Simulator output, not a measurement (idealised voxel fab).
Process module in this document: voxel self aligned vias
In the cross-section labelled cut, the width is 210 nm and each square cell is 5 nm.
Bands, listed from the top down, are how a cross-section gets written in this document; the cross-section itself is a grid of square cells, and a band is one or more rows of them. For a band, the entry starts with two heights in nm, that of the top and then that of the bottom, and carries on with the band's materials in order from left to right, each alongside its width in nm; the word "full width" beside a single material means it fills the band edge to edge, and "blank" means empty space. Heights are measured from 0, the level below which the as-received wafer is all one material; the lowest band has no bottom and continues downward, written as in "0 -> down". Top row gets the first number, bottom row gets the second, and each row in between changes by the same step: that is how a band width like "30..40" works. You'll sometimes find "same as before" written for a step, and that's the way of saying that nowhere in the cross-section did a cell change during that step. "Fully sealed voids": sealed empty spaces, 8 cells or more, no open way to top, listed width x height at distance, with distance from the left edge and width, height and distance in nm. That trailing text on a step's line, after the settings, is the simulator's own remark on the step. Regarding "overlay nm": on a step with a mask, it is the distance the mask lay to the right of its planned place; a negative value places it to the left.
So here's the lineup of process steps we planned:
| 1 | RECEIVE, material Si |
| 2 | CONFORMAL_DEP, material SiO2, thk nm 10 |
| 3 | CONFORMAL_DEP, material SiCN, thk nm 5 |
| 4 | DIRECTIONAL_DEP, material lowk, thk nm 25 |
| 5 | PATTERN, tone open, mask id LINES, material resist, width nm 25, pitch nm 55, thk nm 15, overlay nm 0 |
| 6 | DIRECTIONAL_ETCH, etch materials lowk, depth nm 25 |
| 7 | STRIP, etch materials resist |
| 8 | CONFORMAL_DEP, material TiN, thk nm 5 |
| 9 | FILL_DEP, material Ru, thk nm 5 |
| 10 | CMP, height nm 40 |
| 11 | SELECTIVE_ETCH, etch materials W Ru TiN, depth nm 10 |
| 12 | FILL_DEP, material SiN, thk nm 5 |
| 13 | CMP, height nm 40 |
| 14 | DIRECTIONAL_DEP, material lowk, thk nm 20 |
| 15 | MASKED_ETCH, tone open, mask id VIAS, width nm 35, pitch nm 55, etch materials lowk, depth nm 20, overlay nm 0 |
| 16 | MASKED_ETCH, tone open, mask id VIAS, width nm 35, pitch nm 55, etch materials SiN, depth nm 10, overlay nm 0 |
| 17 | CONFORMAL_DEP, material TiN, thk nm 5 |
| 18 | FILL_DEP, material Ru, thk nm 5 |
| 19 | CMP, height nm 60 |
| 20 | CONFORMAL_DEP, material SiN, thk nm 5 |
Shown in cross-section is the wafer as received, that is, as it stands after step 1:
    0 -> down: Si full width
    Fully sealed voids: none
Starting structure and process plan are as shown above, but one mistake was made in running the module; the wafer cross-section at the end of the module follows:
    65 -> 60: SiN full width
    60 -> 40: 30 of lowk, 5 of TiN, 25 of Ru, 5 of TiN, 20 of lowk, 5 of TiN, 25 of Ru, 5 of TiN, 20 of lowk, 5 of TiN, 25 of Ru, 5 of TiN, 35 of lowk
    40 -> 35: 30 of SiN, 10 of TiN, 15 of Ru, 10 of TiN, 20 of SiN, 10 of TiN, 15 of Ru, 10 of TiN, 20 of SiN, 10 of TiN, 15 of Ru, 10 of TiN, 35 of SiN
    35 -> 30: 35 of lowk, 25 of TiN, 30 of lowk, 25 of TiN, 30 of lowk, 25 of TiN, 40 of lowk
    30 -> 15: 35 of lowk, 5 of TiN, 15 of Ru, 5 of TiN, 30 of lowk, 5 of TiN, 15 of Ru, 5 of TiN, 30 of lowk, 5 of TiN, 15 of Ru, 5 of TiN, 40 of lowk
    15 -> 10: 35 of lowk, 25 of TiN, 30 of lowk, 25 of TiN, 30 of lowk, 25 of TiN, 40 of lowk
    10 -> 0: SiO2 full width
    0 -> down: Si full width
    Fully sealed voids: none
So what did we get wrong on this run? step 3 of the plan did not run at all; it was left out
